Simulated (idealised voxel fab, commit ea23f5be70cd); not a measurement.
process module | voxel lift off
cross-section cut | 295 nm wide | cells 5 nm
A cross-section is a grid of square cells, given in bands from the top down. A band is one or more rows of cells.
Each band's line starts with the height of the band's top and of its bottom, in nm. Then come its materials from left to right, each with its width in nm. One material with "throughout" fills the band from edge to edge. "air" is empty space.
Height 0 is the level under which the wafer as received is all one material. The lowest band goes on downwards, as in "0 down".
A width such as "30 to 40" changes by the same amount from each row of cells to the next, from the band's top row to its bottom row.
"no change" after a step means that no cell of the cross-section changed.
closed voids: empty space of 8 cells or more with no open way to the top, each as width x height at its distance from the left edge, in nm
after a step's settings: what the simulator itself notes on the step
overlay nm, on a step with a mask: how far to the right of its planned place the mask lay; to the left if negative
plan
1 op RECEIVE | material Si
2 op CONFORMAL_DEP | material SiO2 | thk nm 5
3 op PATTERN | tone open | mask id LINES | material resist | width nm 20 | pitch nm 40 | thk nm 30 | overlay nm 0
4 op DIRECTIONAL_DEP | material Ru | thk nm 15
5 op STRIP | etch materials resist
6 op CONFORMAL_DEP | material SiN | thk nm 5
as received, after step 1
  0 down: Si throughout
  closed voids: none
a wafer at the end: this start, this plan, one mistake
  20 to 5: air 115 | Ru 20 | air 20 | Ru 20 | air 120
  5 to 0: SiO2 throughout
  0 down: Si throughout
  closed voids: none
what went wrong: step 6 was left out
